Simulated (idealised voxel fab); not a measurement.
A process module follows: voxel transistor to metal.
Square cell edge 5 nm, section width 170 nm, ID cut.
Bands, listed from the top down, are how a cross-section gets written in this document; the cross-section itself is a grid of square cells, and a band is one or more rows of them. This entry defines a band. It first specifies the height of the band's top and the height of its bottom in nm, and then specifies the band's materials from left to right, stating each material with its width in nm. The word "all across" identifies a single material that fills the band from edge to edge, while the word "blank" identifies empty space. Beneath 0, the wafer as received is one material, and that level is where height counting begins. The lowest band goes on downward without a bottom; it is written like "from 0 down". You'd read "30->40" like this: the band's top row of cells is as wide as the first number, its bottom row is as wide as the second, and going down, every row changes width by the same amount as the row before did. The designation "changes: none", where it is given for a processing step, indicates that no cell of the cross-section was altered in the course of that step. Listed in "Closed void inventory": every empty space of 8 or more cells without an open way to the top. Form: width x height at distance, the distance being from the left edge, all in nm. Post-settings text on a step line: simulator's own remark regarding the step. overlay nm: how far to the right of its planned place the mask lay on this masked step (negative: to the left). Read the rest as pairs. Take the cross-section before one process step, then the cross-section after it, which shows only down to the lowest band that changed. Under the pair, find the step between them and its settings. Bear in mind that pairs may come from different runs of this module on the same starting wafer: link a pair to the pair above it only where its entry headed "Preceding state" says to.
### Preceding state
    from 95 to 65  SiO2 all across
    from 65 to 60  SiCN all across
    from 60 to 45  30 nm lowk, 5 nm TiN, 10 nm Cu, 5 nm TiN, 70 nm lowk, 5 nm TiN, 10 nm Cu, 5 nm TiN, 30 nm lowk
    from 45 to 40  30 nm SiN, 20 nm TiN, 70 nm SiN, 20 nm TiN, 30 nm SiN
    from 40 to 25  30 nm SiO2, 5 nm TiN, 10 nm Ru, 5 nm TiN, 70 nm SiO2, 5 nm TiN, 10 nm Ru, 5 nm TiN, 30 nm SiO2
    from 25 to 10  30 nm SiO2, 5 nm TiN, 10 nm Ru, 5 nm TiN, 5 nm SiO2, 10 nm SiN, 5 nm HfO2, 5 nm TiN, 20 nm W, 5 nm TiN, 5 nm HfO2, 10 nm SiN, 5 nm SiO2, 5 nm TiN, 10 nm Ru, 5 nm TiN, 30 nm SiO2
    from 10 to 5  20 nm SiO2, 10 nm SiN, 5 nm TiN, 10 nm Ru, 5 nm TiN, 5 nm SiO2, 10 nm SiN, 5 nm HfO2, 5 nm TiN, 20 nm W, 5 nm TiN, 5 nm HfO2, 10 nm SiN, 5 nm SiO2, 5 nm TiN, 10 nm Ru, 5 nm TiN, 10 nm SiN, 20 nm SiO2
    from 5 to 0  20 nm SiO2, 10 nm SiN, 20 nm TiN, 5 nm SiO2, 10 nm SiN, 5 nm HfO2, 30 nm TiN, 5 nm HfO2, 10 nm SiN, 5 nm SiO2, 20 nm TiN, 10 nm SiN, 20 nm SiO2
    from 0 to -5  30 nm SiO2, 25 nm pSi, 10 nm SiO2, 40 nm HfO2, 10 nm SiO2, 25 nm pSi, 30 nm SiO2
    from -5 to -35  25 nm SiO2, 120 nm Si, 25 nm SiO2
    from -35 down  Si all across
    Closed void inventory: none
### after
    from 115 to 95  20 nm resist, 20 nm blank, 70 nm resist, 20 nm blank, 40 nm resist
    Unchanged below 95.
    Closed void inventory: none
Process step separating the two views above: PATTERN | tone open | mask id METAL_2 | material resist | width nm 20 | pitch nm 90 | thk nm 20 | overlay nm -10
Preceding state: Reference is made to the cross-section shown after the step in the pair directly above, which represents the state prior to this step.
### after
    from 115 to 95  20 nm resist, 20 nm blank, 70 nm resist, 20 nm blank, 40 nm resist
    from 95 to 75  20 nm SiO2, 20 nm blank, 70 nm SiO2, 20 nm blank, 40 nm SiO2
    Unchanged below 75.
    Closed void inventory: none
Process step separating the two views above: DIRECTIONAL_ETCH | etch materials SiO2 | depth nm 20
Preceding state: Reference is made to the cross-section shown after the step in the pair directly above, which represents the state prior to this step.
### after
    from 95 to 75  20 nm SiO2, 20 nm blank, 70 nm SiO2, 20 nm blank, 40 nm SiO2
    Unchanged below 75.
    Closed void inventory: none
Process step separating the two views above: STRIP | etch materials resist
Preceding state: Reference is made to the cross-section shown after the step in the pair directly above, which represents the state prior to this step.
### after
    from 105 to 95  20 nm aC, 20 nm blank, 70 nm aC, 20 nm blank, 40 nm aC
    from 95 to 85  20 nm SiO2, 20 nm blank, 70 nm SiO2, 20 nm blank, 40 nm SiO2
    from 85 to 75  20 nm SiO2, 20 nm aC, 70 nm SiO2, 20 nm aC, 40 nm SiO2
    Unchanged below 75.
    Closed void inventory: none
Process step separating the two views above: DIRECTIONAL_DEP | material aC | thk nm 10
Preceding state: Reference is made to the cross-section shown after the step in the pair directly above, which represents the state prior to this step.
### after
    from 135 to 105  30 nm resist, 15 nm blank, 75 nm resist, 15 nm blank, 35 nm resist
    from 105 to 95  20 nm aC, 10 nm resist, 10 nm blank, 70 nm aC, 10 nm resist, 10 nm blank, 40 nm aC
    from 95 to 85  20 nm SiO2, 10 nm resist, 10 nm blank, 70 nm SiO2, 10 nm resist, 10 nm blank, 40 nm SiO2
    Unchanged below 85.
    Closed void inventory: none
Process step separating the two views above: PATTERN | tone open | mask id METAL_2_HOLES | material resist | width nm 15 | pitch nm 90 | thk nm 30 | overlay nm 0
Preceding state: Reference is made to the cross-section shown after the step in the pair directly above, which represents the state prior to this step.
### after
    from 125 to 105  30 nm resist, 15 nm blank, 75 nm resist, 15 nm blank, 35 nm resist
    from 105 to 95  20 nm aC, 10 nm resist, 15 nm blank, 65 nm aC, 10 nm resist, 15 nm blank, 35 nm aC
    from 95 to 85  20 nm SiO2, 10 nm resist, 10 nm blank, 70 nm SiO2, 10 nm resist, 10 nm blank, 40 nm SiO2
    from 85 to 75  20 nm SiO2, 10 nm aC, 10 nm blank, 70 nm SiO2, 10 nm aC, 10 nm blank, 40 nm SiO2
    Unchanged below 75.
    Closed void inventory: none
Process step separating the two views above: DIRECTIONAL_ETCH | etch materials aC | depth nm 10
Preceding state: Reference is made to the cross-section shown after the step in the pair directly above, which represents the state prior to this step.
### after
    from 105 to 95  20 nm aC, 25 nm blank, 65 nm aC, 25 nm blank, 35 nm aC
    from 95 to 85  20 nm SiO2, 20 nm blank, 70 nm SiO2, 20 nm blank, 40 nm SiO2
    Unchanged below 85.
    Closed void inventory: none
Process step separating the two views above: STRIP | etch materials resist
Preceding state: Reference is made to the cross-section shown after the step in the pair directly above, which represents the state prior to this step.
### after
    from 105 to 95  20 nm aC, 25 nm blank, 65 nm aC, 25 nm blank, 35 nm aC
    from 95 to 85  20 nm SiO2, 25 nm blank, 65 nm SiO2, 25 nm blank, 35 nm SiO2
    from 85 to 75  20 nm SiO2, 10 nm aC, 10 nm blank, 70 nm SiO2, 10 nm aC, 10 nm blank, 40 nm SiO2
    from 75 to 65  30 nm SiO2, 10 nm blank, 80 nm SiO2, 10 nm blank, 40 nm SiO2
    Unchanged below 65.
    Closed void inventory: none
Process step separating the two views above: DIRECTIONAL_ETCH | etch materials SiO2 | depth nm 10
Preceding state: Reference is made to the cross-section shown after the step in the pair directly above, which represents the state prior to this step.
### after
    from 105 to 95  20 nm aC, 25 nm blank, 65 nm aC, 25 nm blank, 35 nm aC
    from 95 to 85  20 nm SiO2, 25 nm blank, 65 nm SiO2, 25 nm blank, 35 nm SiO2
    from 85 to 75  20 nm SiO2, 10 nm aC, 10 nm blank, 70 nm SiO2, 10 nm aC, 10 nm blank, 40 nm SiO2
    from 75 to 65  30 nm SiO2, 10 nm blank, 80 nm SiO2, 10 nm blank, 40 nm SiO2
    from 65 to 60  30 nm SiCN, 10 nm blank, 80 nm SiCN, 10 nm blank, 40 nm SiCN
    Unchanged below 60.
    Closed void inventory: none
Process step separating the two views above: DIRECTIONAL_ETCH | etch materials SiCN | depth nm 5
Preceding state: Reference is made to the cross-section shown after the step in the pair directly above, which represents the state prior to this step.
### after
    from 95 to 85  20 nm SiO2, 25 nm blank, 65 nm SiO2, 25 nm blank, 35 nm SiO2
    from 85 to 75  20 nm SiO2, 20 nm blank, 70 nm SiO2, 20 nm blank, 40 nm SiO2
    Unchanged below 75.
    Closed void inventory: none
Process step separating the two views above: STRIP | etch materials aC
Preceding state: Reference is made to the cross-section shown after the step in the pair directly above, which represents the state prior to this step.
### after
    from 100 to 95  25 nm TiN, 15 nm blank, 75 nm TiN, 15 nm blank, 40 nm TiN
    from 95 to 85  20 nm SiO2, 5 nm TiN, 15->10 nm blank, 5->10 nm TiN, 65 nm SiO2, 5 nm TiN, 15->10 nm blank, 5->10 nm TiN, 35 nm SiO2
    from 85 to 80  20 nm SiO2, 5 nm TiN, 10 nm blank, 5 nm TiN, 70 nm SiO2, 5 nm TiN, 10 nm blank, 5 nm TiN, 40 nm SiO2
    from 80 to 75  20 nm SiO2, 20 nm TiN, 70 nm SiO2, 20 nm TiN, 40 nm SiO2
    from 75 to 65  30 nm SiO2, 10 nm TiN, 80 nm SiO2, 10 nm TiN, 40 nm SiO2
    from 65 to 60  30 nm SiCN, 10 nm TiN, 80 nm SiCN, 10 nm TiN, 40 nm SiCN
    Unchanged below 60.
    Closed void inventory: none
Process step separating the two views above: CONFORMAL_DEP | material TiN | thk nm 5
Preceding state: Reference is made to the cross-section shown after the step in the pair directly above, which represents the state prior to this step.
### after
    from 110 to 100  Cu all across
    from 100 to 95  25 nm TiN, 15 nm Cu, 75 nm TiN, 15 nm Cu, 40 nm TiN
    from 95 to 85  20 nm SiO2, 5 nm TiN, 15->10 nm Cu, 5->10 nm TiN, 65 nm SiO2, 5 nm TiN, 15->10 nm Cu, 5->10 nm TiN, 35 nm SiO2
    from 85 to 80  20 nm SiO2, 5 nm TiN, 10 nm Cu, 5 nm TiN, 70 nm SiO2, 5 nm TiN, 10 nm Cu, 5 nm TiN, 40 nm SiO2
    Unchanged below 80.
    Closed void inventory: none
Process step separating the two views above: FILL_DEP | material Cu | thk nm 10
Preceding state: Reference is made to the cross-section shown after the step in the pair directly above, which represents the state prior to this step.
### after
    from 95 to 85  20 nm SiO2, 5 nm TiN, 15->10 nm Cu, 5->10 nm TiN, 65 nm SiO2, 5 nm TiN, 15->10 nm Cu, 5->10 nm TiN, 35 nm SiO2
    Unchanged below 85.
    Closed void inventory: none
Process step separating the two views above: CMP | height nm 95
Preceding state: Reference is made to the cross-section shown after the step in the pair directly above, which represents the state prior to this step.
### after
    from 100 to 95  SiCN all across
    Unchanged below 95.
    Closed void inventory: none
Process step separating the two views above: CONFORMAL_DEP | material SiCN | thk nm 5
### Preceding state
    from 5 to 0  SiO2 all across
    from 0 down  Si all across
    Closed void inventory: none
### after
    from 20 to 5  SiCN all across
    Unchanged below 5.
    Closed void inventory: none
Process step separating the two views above: CONFORMAL_DEP | material SiCN | thk nm 15
Preceding state: Reference is made to the cross-section shown after the step in the pair directly above, which represents the state prior to this step.
### after
    from 30 to 20  aC all across
    Unchanged below 20.
    Closed void inventory: none
Process step separating the two views above: DIRECTIONAL_DEP | material aC | thk nm 10
Preceding state: Reference is made to the cross-section shown after the step in the pair directly above, which represents the state prior to this step.
### after
    from 60 to 30  20 nm blank, 130 nm resist, 20 nm blank
    Unchanged below 30.
    Closed void inventory: none
Process step separating the two views above: PATTERN | tone cover | mask id ACTIVE | material resist | width nm 130 | thk nm 30 | overlay nm 0
Preceding state: Reference is made to the cross-section shown after the step in the pair directly above, which represents the state prior to this step.
### after
    from 50 to 30  20 nm blank, 130 nm resist, 20 nm blank
    from 30 to 20  20 nm blank, 130 nm aC, 20 nm blank
    Unchanged below 20.
    Closed void inventory: none
Process step separating the two views above: DIRECTIONAL_ETCH | etch materials aC | depth nm 10
Preceding state: Reference is made to the cross-section shown after the step in the pair directly above, which represents the state prior to this step.
### after
    from 30 to 20  20 nm blank, 130 nm aC, 20 nm blank
    Unchanged below 20.
    Closed void inventory: none
Process step separating the two views above: STRIP | etch materials resist
Preceding state: Reference is made to the cross-section shown after the step in the pair directly above, which represents the state prior to this step.
### after
    from 20 to 5  SiCN all across
    Unchanged below 5.
    Closed void inventory: none
Process step separating the two views above: STRIP | etch materials aC
Preceding state: Reference is made to the cross-section shown after the step in the pair directly above, which represents the state prior to this step.
### after
    from 25 to 20  SiO2 all across
    Unchanged below 20.
    Closed void inventory: none
Process step separating the two views above: FILL_DEP | material SiO2 | thk nm 5
Preceding state: Reference is made to the cross-section shown after the step in the pair directly above, which represents the state prior to this step.
### after
    from 20 to 5  SiCN all across
    Unchanged below 5.
    Closed void inventory: none
Process step separating the two views above: CMP | height nm 20
Preceding state: Reference is made to the cross-section shown after the step in the pair directly above, which represents the state prior to this step.
### after
    from 50 to 20  polySi all across
    Unchanged below 20.
    Closed void inventory: none
Process step separating the two views above: DIRECTIONAL_DEP | material polySi | thk nm 30
Preceding state: Reference is made to the cross-section shown after the step in the pair directly above, which represents the state prior to this step.
### after
    from 60 to 50  SiCN all across
    Unchanged below 50.
    Closed void inventory: none
Process step separating the two views above: DIRECTIONAL_DEP | material SiCN | thk nm 10
Preceding state: Reference is made to the cross-section shown after the step in the pair directly above, which represents the state prior to this step.
### after
    from 60 to 50  70 nm blank, 30 nm SiCN, 70 nm blank
    Unchanged below 50.
    Closed void inventory: none
Process step separating the two views above: MASKED_ETCH | tone cover | mask id GATE | width nm 30 | etch materials SiCN | depth nm 20 | overlay nm 0
Preceding state: Reference is made to the cross-section shown after the step in the pair directly above, which represents the state prior to this step.
### after
    from 60 to 50  70 nm blank, 30 nm SiCN, 70 nm blank
    from 50 to 20  70 nm blank, 30 nm polySi, 70 nm blank
    Unchanged below 20.
    Closed void inventory: none
Process step separating the two views above: MASKED_ETCH | tone cover | mask id GATE | width nm 30 | etch materials polySi | depth nm 40 | overlay nm 0
Preceding state: Reference is made to the cross-section shown after the step in the pair directly above, which represents the state prior to this step.
### after
    from 65 to 60  65 nm blank, 40 nm SiO2, 65 nm blank
    from 60 to 50  65 nm blank, 5 nm SiO2, 30 nm SiCN, 5 nm SiO2, 65 nm blank
    from 50 to 25  65 nm blank, 5 nm SiO2, 30 nm polySi, 5 nm SiO2, 65 nm blank
    from 25 to 20  70 nm SiO2, 30 nm polySi, 70 nm SiO2
    Unchanged below 20.
    Closed void inventory: none
Process step separating the two views above: CONFORMAL_DEP | material SiO2 | thk nm 5
Preceding state: Reference is made to the cross-section shown after the step in the pair directly above, which represents the state prior to this step.
### after
    from 60 to 50  65 nm blank, 5 nm SiO2, 30 nm SiCN, 5 nm SiO2, 65 nm blank
    from 50 to 20  65 nm blank, 5 nm SiO2, 30 nm polySi, 5 nm SiO2, 65 nm blank
    Unchanged below 20.
    Closed void inventory: none
Process step separating the two views above: DIRECTIONAL_ETCH | etch materials SiO2 | depth nm 5
Preceding state: Reference is made to the cross-section shown after the step in the pair directly above, which represents the state prior to this step.
### after
    from 70 to 60  55 nm blank, 60 nm SiN, 55 nm blank
    from 60 to 50  55 nm blank, 10 nm SiN, 5 nm SiO2, 30 nm SiCN, 5 nm SiO2, 10 nm SiN, 55 nm blank
    from 50 to 30  55 nm blank, 10 nm SiN, 5 nm SiO2, 30 nm polySi, 5 nm SiO2, 10 nm SiN, 55 nm blank
    from 30 to 20  65 nm SiN, 5 nm SiO2, 30 nm polySi, 5 nm SiO2, 65 nm SiN
    Unchanged below 20.
    Closed void inventory: none
Process step separating the two views above: CONFORMAL_DEP | material SiN | thk nm 10
Preceding state: Reference is made to the cross-section shown after the step in the pair directly above, which represents the state prior to this step.
### after
    from 60 to 50  55 nm blank, 10 nm SiN, 5 nm SiO2, 30 nm SiCN, 5 nm SiO2, 10 nm SiN, 55 nm blank
    from 50 to 20  55 nm blank, 10 nm SiN, 5 nm SiO2, 30 nm polySi, 5 nm SiO2, 10 nm SiN, 55 nm blank
    Unchanged below 20.
    Closed void inventory: none
Process step separating the two views above: DIRECTIONAL_ETCH | etch materials SiN | depth nm 10
Preceding state: Reference is made to the cross-section shown after the step in the pair directly above, which represents the state prior to this step.
### after
    from 60 to 55  55 nm blank, 10 nm SiN, 5 nm blank, 30 nm SiCN, 5 nm blank, 10 nm SiN, 55 nm blank
    Unchanged below 55.
    Closed void inventory: none
Process step separating the two views above: DIRECTIONAL_ETCH | etch materials SiO2 | depth nm 5
Preceding state: Reference is made to the cross-section shown after the step in the pair directly above, which represents the state prior to this step.
### after
    from 70 to 60  SiO2 all across
    from 60 to 50  55 nm SiO2, 10 nm SiN, 5 nm SiO2, 30 nm SiCN, 5 nm SiO2, 10 nm SiN, 55 nm SiO2
    from 50 to 20  55 nm SiO2, 10 nm SiN, 5 nm SiO2, 30 nm polySi, 5 nm SiO2, 10 nm SiN, 55 nm SiO2
    Unchanged below 20.
    Closed void inventory: none
Process step separating the two views above: FILL_DEP | material SiO2 | thk nm 10
Preceding state: Reference is made to the cross-section shown after the step in the pair directly above, which represents the state prior to this step.
### after
    from 30 to 20  55 nm SiO2, 10 nm SiN, 5 nm SiO2, 30 nm polySi, 5 nm SiO2, 10 nm SiN, 55 nm SiO2
    Unchanged below 20.
    Closed void inventory: none
Process step separating the two views above: CMP | height nm 30
Preceding state: Reference is made to the cross-section shown after the step in the pair directly above, which represents the state prior to this step.
### after
    from 30 to 20  55 nm SiO2, 10 nm SiN, 5 nm SiO2, 30 nm blank, 5 nm SiO2, 10 nm SiN, 55 nm SiO2
    Unchanged below 20.
    Closed void inventory: none
Process step separating the two views above: STRIP | etch materials polySi
Preceding state: Reference is made to the cross-section shown after the step in the pair directly above, which represents the state prior to this step.
### after
    from 30 to 25  55 nm blank, 10 nm SiN, 40 nm blank, 10 nm SiN, 55 nm blank
    from 25 to 20  55 nm SiO2, 10 nm SiN, 40 nm blank, 10 nm SiN, 55 nm SiO2
    Unchanged below 20.
    Closed void inventory: none
Process step separating the two views above: SELECTIVE_ETCH | etch materials SiO2 | depth nm 5
Preceding state: Reference is made to the cross-section shown after the step in the pair directly above, which represents the state prior to this step.
### after
    from 35 to 30  50 nm blank, 20 nm HfO2, 30 nm blank, 20 nm HfO2, 50 nm blank
    from 30 to 25  55 nm HfO2, 10 nm SiN, 5 nm HfO2, 30 nm blank, 5 nm HfO2, 10 nm SiN, 55 nm HfO2
    from 25 to 20  55 nm SiO2, 10 nm SiN, 40 nm HfO2, 10 nm SiN, 55 nm SiO2
    Unchanged below 20.
    Closed void inventory: none
Process step separating the two views above: CONFORMAL_DEP | material HfO2 | thk nm 5
Preceding state: Reference is made to the cross-section shown after the step in the pair directly above, which represents the state prior to this step.
### after
    from 40 to 35  45 nm blank, 30 nm TiN, 20 nm blank, 30 nm TiN, 45 nm blank
    from 35 to 30  50 nm TiN, 20 nm HfO2, 5 nm TiN, 20 nm blank, 5 nm TiN, 20 nm HfO2, 50 nm TiN
    from 30 to 25  55 nm HfO2, 10 nm SiN, 5 nm HfO2, 30 nm TiN, 5 nm HfO2, 10 nm SiN, 55 nm HfO2
    Unchanged below 25.
    Closed void inventory: none
Process step separating the two views above: CONFORMAL_DEP | material TiN | thk nm 5
Preceding state: Reference is made to the cross-section shown after the step in the pair directly above, which represents the state prior to this step.
### after
    from 50 to 40  W all across
    from 40 to 35  45 nm W, 30 nm TiN, 20 nm W, 30 nm TiN, 45 nm W
    from 35 to 30  50 nm TiN, 20 nm HfO2, 5 nm TiN, 20 nm W, 5 nm TiN, 20 nm HfO2, 50 nm TiN
    Unchanged below 30.
    Closed void inventory: none
Process step separating the two views above: FILL_DEP | material W | thk nm 10
Preceding state: Reference is made to the cross-section shown after the step in the pair directly above, which represents the state prior to this step.
### after
    from 25 to 20  55 nm SiO2, 10 nm SiN, 40 nm HfO2, 10 nm SiN, 55 nm SiO2
    Unchanged below 20.
    Closed void inventory: none
Process step separating the two views above: CMP | height nm 25
Preceding state: Reference is made to the cross-section shown after the step in the pair directly above, which represents the state prior to this step.
### after
    from 40 to 25  SiO2 all across
    Unchanged below 25.
    Closed void inventory: none
Process step separating the two views above: DIRECTIONAL_DEP | material SiO2 | thk nm 15
Preceding state: Reference is made to the cross-section shown after the step in the pair directly above, which represents the state prior to this step.
### after
    from 40 to 25  30 nm SiO2, 20 nm blank, 70 nm SiO2, 20 nm blank, 30 nm SiO2
    from 25 to 20  30 nm SiO2, 20 nm blank, 5 nm SiO2, 10 nm SiN, 40 nm HfO2, 10 nm SiN, 5 nm SiO2, 20 nm blank, 30 nm SiO2
    Unchanged below 20.
    Closed void inventory: none
Process step separating the two views above: MASKED_ETCH | tone open | mask id CONTACT | width nm 20 | pitch nm 90 | etch materials SiO2 | depth nm 40 | overlay nm 0
Preceding state: Reference is made to the cross-section shown after the step in the pair directly above, which represents the state prior to this step.
### after
    from 45 to 40  35 nm TiN, 10 nm blank, 80 nm TiN, 10 nm blank, 35 nm TiN
    from 40 to 25  30 nm SiO2, 5 nm TiN, 10 nm blank, 5 nm TiN, 70 nm SiO2, 5 nm TiN, 10 nm blank, 5 nm TiN, 30 nm SiO2
    from 25 to 20  30 nm SiO2, 20 nm TiN, 5 nm SiO2, 10 nm SiN, 40 nm HfO2, 10 nm SiN, 5 nm SiO2, 20 nm TiN, 30 nm SiO2
    Unchanged below 20.
    Closed void inventory: none
Process step separating the two views above: CONFORMAL_DEP | material TiN | thk nm 5
Preceding state: Reference is made to the cross-section shown after the step in the pair directly above, which represents the state prior to this step.
### after
    from 50 to 45  Ru all across
    from 45 to 40  35 nm TiN, 10 nm Ru, 80 nm TiN, 10 nm Ru, 35 nm TiN
    from 40 to 25  30 nm SiO2, 5 nm TiN, 10 nm Ru, 5 nm TiN, 70 nm SiO2, 5 nm TiN, 10 nm Ru, 5 nm TiN, 30 nm SiO2
    Unchanged below 25.
    Closed void inventory: none
Process step separating the two views above: FILL_DEP | material Ru | thk nm 5
Preceding state: Reference is made to the cross-section shown after the step in the pair directly above, which represents the state prior to this step.
### after
    from 40 to 25  30 nm SiO2, 5 nm TiN, 10 nm Ru, 5 nm TiN, 70 nm SiO2, 5 nm TiN, 10 nm Ru, 5 nm TiN, 30 nm SiO2
    Unchanged below 25.
    Closed void inventory: none
Process step separating the two views above: CMP | height nm 40
Preceding state: Reference is made to the cross-section shown after the step in the pair directly above, which represents the state prior to this step.
### after
    from 45 to 40  SiN all across
    Unchanged below 40.
    Closed void inventory: none
Process step separating the two views above: CONFORMAL_DEP | material SiN | thk nm 5
Preceding state: Reference is made to the cross-section shown after the step in the pair directly above, which represents the state prior to this step.
### after
    from 60 to 45  lowk all across
    Unchanged below 45.
    Closed void inventory: none
Process step separating the two views above: DIRECTIONAL_DEP | material lowk | thk nm 15
Preceding state: Reference is made to the cross-section shown after the step in the pair directly above, which represents the state prior to this step.
### after
    from 80 to 60  30 nm resist, 20 nm blank, 70 nm resist, 20 nm blank, 30 nm resist
    Unchanged below 60.
    Closed void inventory: none
Process step separating the two views above: PATTERN | tone open | mask id METAL_1 | material resist | width nm 20 | pitch nm 90 | thk nm 20 | overlay nm 0
Preceding state: Reference is made to the cross-section shown after the step in the pair directly above, which represents the state prior to this step.
### after
    from 80 to 60  30 nm resist, 20 nm blank, 70 nm resist, 20 nm blank, 30 nm resist
    from 60 to 45  30 nm lowk, 20 nm blank, 70 nm lowk, 20 nm blank, 30 nm lowk
    Unchanged below 45.
    Closed void inventory: none
Process step separating the two views above: DIRECTIONAL_ETCH | etch materials lowk | depth nm 15
Preceding state: Reference is made to the cross-section shown after the step in the pair directly above, which represents the state prior to this step.
### after
    from 80 to 60  30 nm resist, 20 nm blank, 70 nm resist, 20 nm blank, 30 nm resist
    from 60 to 45  30 nm lowk, 20 nm blank, 70 nm lowk, 20 nm blank, 30 nm lowk
    from 45 to 40  30 nm SiN, 20 nm blank, 70 nm SiN, 20 nm blank, 30 nm SiN
    Unchanged below 40.
    Closed void inventory: none
Process step separating the two views above: DIRECTIONAL_ETCH | etch materials SiN | depth nm 5
Preceding state: Reference is made to the cross-section shown after the step in the pair directly above, which represents the state prior to this step.
### after
    from 60 to 45  30 nm lowk, 20 nm blank, 70 nm lowk, 20 nm blank, 30 nm lowk
    Unchanged below 45.
    Closed void inventory: none
Process step separating the two views above: STRIP | etch materials resist
Preceding state: Reference is made to the cross-section shown after the step in the pair directly above, which represents the state prior to this step.
### after
    from 65 to 60  35 nm TiN, 10 nm blank, 80 nm TiN, 10 nm blank, 35 nm TiN
    from 60 to 45  30 nm lowk, 5 nm TiN, 10 nm blank, 5 nm TiN, 70 nm lowk, 5 nm TiN, 10 nm blank, 5 nm TiN, 30 nm lowk
    from 45 to 40  30 nm SiN, 20 nm TiN, 70 nm SiN, 20 nm TiN, 30 nm SiN
    Unchanged below 40.
    Closed void inventory: none
Process step separating the two views above: CONFORMAL_DEP | material TiN | thk nm 5
Preceding state: Reference is made to the cross-section shown after the step in the pair directly above, which represents the state prior to this step.
### after
    from 70 to 65  Cu all across
    from 65 to 60  35 nm TiN, 10 nm Cu, 80 nm TiN, 10 nm Cu, 35 nm TiN
    from 60 to 45  30 nm lowk, 5 nm TiN, 10 nm Cu, 5 nm TiN, 70 nm lowk, 5 nm TiN, 10 nm Cu, 5 nm TiN, 30 nm lowk
    Unchanged below 45.
    Closed void inventory: none
Process step separating the two views above: FILL_DEP | material Cu | thk nm 5
Preceding state: Reference is made to the cross-section shown after the step in the pair directly above, which represents the state prior to this step.
### after
    from 60 to 45  30 nm lowk, 5 nm TiN, 10 nm Cu, 5 nm TiN, 70 nm lowk, 5 nm TiN, 10 nm Cu, 5 nm TiN, 30 nm lowk
    Unchanged below 45.
    Closed void inventory: none
Process step separating the two views above: CMP | height nm 60
Preceding state: Reference is made to the cross-section shown after the step in the pair directly above, which represents the state prior to this step.
### after
    from 65 to 60  SiCN all across
    Unchanged below 60.
    Closed void inventory: none
Process step separating the two views above: CONFORMAL_DEP | material SiCN | thk nm 5
Preceding state: Reference is made to the cross-section shown after the step in the pair directly above, which represents the state prior to this step.
### after
    from 95 to 65  SiO2 all across
    Unchanged below 65.
    Closed void inventory: none
Process step separating the two views above: DIRECTIONAL_DEP | material SiO2 | thk nm 30
Preceding state: Reference is made to the cross-section shown after the step in the pair directly above, which represents the state prior to this step.
### after
    from 115 to 95  30 nm resist, 20 nm blank, 70 nm resist, 20 nm blank, 30 nm resist
    Unchanged below 95.
    Closed void inventory: none
Process step separating the two views above: PATTERN | tone open | mask id METAL_2 | material resist | width nm 20 | pitch nm 90 | thk nm 20 | overlay nm 0
Preceding state: Reference is made to the cross-section shown after the step in the pair directly above, which represents the state prior to this step.
### after
    from 115 to 95  30 nm resist, 20 nm blank, 70 nm resist, 20 nm blank, 30 nm resist
    from 95 to 75  30 nm SiO2, 20 nm blank, 70 nm SiO2, 20 nm blank, 30 nm SiO2
    Unchanged below 75.
    Closed void inventory: none
Process step separating the two views above: DIRECTIONAL_ETCH | etch materials SiO2 | depth nm 20
Preceding state: Reference is made to the cross-section shown after the step in the pair directly above, which represents the state prior to this step.
### after
    from 95 to 75  30 nm SiO2, 20 nm blank, 70 nm SiO2, 20 nm blank, 30 nm SiO2
    Unchanged below 75.
    Closed void inventory: none
Process step separating the two views above: STRIP | etch materials resist
Preceding state: Reference is made to the cross-section shown after the step in the pair directly above, which represents the state prior to this step.
### after
    from 105 to 95  30 nm aC, 20 nm blank, 70 nm aC, 20 nm blank, 30 nm aC
    from 95 to 85  30 nm SiO2, 20 nm blank, 70 nm SiO2, 20 nm blank, 30 nm SiO2
    from 85 to 75  30 nm SiO2, 20 nm aC, 70 nm SiO2, 20 nm aC, 30 nm SiO2
    Unchanged below 75.
    Closed void inventory: none
Process step separating the two views above: DIRECTIONAL_DEP | material aC | thk nm 10
Preceding state: Reference is made to the cross-section shown after the step in the pair directly above, which represents the state prior to this step.
### after
    from 135 to 105  30 nm resist, 15 nm blank, 75 nm resist, 15 nm blank, 35 nm resist
    from 105 to 95  30 nm aC, 15 nm blank, 5 nm resist, 70 nm aC, 15 nm blank, 5 nm resist, 30 nm aC
    from 95 to 85  30 nm SiO2, 15 nm blank, 5 nm resist, 70 nm SiO2, 15 nm blank, 5 nm resist, 30 nm SiO2
    Unchanged below 85.
    Closed void inventory: none
Process step separating the two views above: PATTERN | tone open | mask id METAL_2_HOLES | material resist | width nm 15 | pitch nm 90 | thk nm 30 | overlay nm 0
Preceding state: Reference is made to the cross-section shown after the step in the pair directly above, which represents the state prior to this step.
### after
    from 125 to 105  30 nm resist, 15 nm blank, 75 nm resist, 15 nm blank, 35 nm resist
    from 105 to 95  30 nm aC, 15 nm blank, 5 nm resist, 70 nm aC, 15 nm blank, 5 nm resist, 30 nm aC
    from 95 to 85  30 nm SiO2, 15 nm blank, 5 nm resist, 70 nm SiO2, 15 nm blank, 5 nm resist, 30 nm SiO2
    from 85 to 75  30 nm SiO2, 15 nm blank, 5 nm aC, 70 nm SiO2, 15 nm blank, 5 nm aC, 30 nm SiO2
    Unchanged below 75.
    Closed void inventory: none
Process step separating the two views above: DIRECTIONAL_ETCH | etch materials aC | depth nm 10
Preceding state: Reference is made to the cross-section shown after the step in the pair directly above, which represents the state prior to this step.
### after
    from 105 to 95  30 nm aC, 20 nm blank, 70 nm aC, 20 nm blank, 30 nm aC
    from 95 to 85  30 nm SiO2, 20 nm blank, 70 nm SiO2, 20 nm blank, 30 nm SiO2
    Unchanged below 85.
    Closed void inventory: none
Process step separating the two views above: STRIP | etch materials resist
Preceding state: Reference is made to the cross-section shown after the step in the pair directly above, which represents the state prior to this step.
### after
    from 105 to 95  30 nm aC, 20 nm blank, 70 nm aC, 20 nm blank, 30 nm aC
    from 95 to 85  30 nm SiO2, 20 nm blank, 70 nm SiO2, 20 nm blank, 30 nm SiO2
    from 85 to 75  30 nm SiO2, 15 nm blank, 5 nm aC, 70 nm SiO2, 15 nm blank, 5 nm aC, 30 nm SiO2
    from 75 to 65  30 nm SiO2, 15 nm blank, 75 nm SiO2, 15 nm blank, 35 nm SiO2
    Unchanged below 65.
    Closed void inventory: none
Process step separating the two views above: DIRECTIONAL_ETCH | etch materials SiO2 | depth nm 10
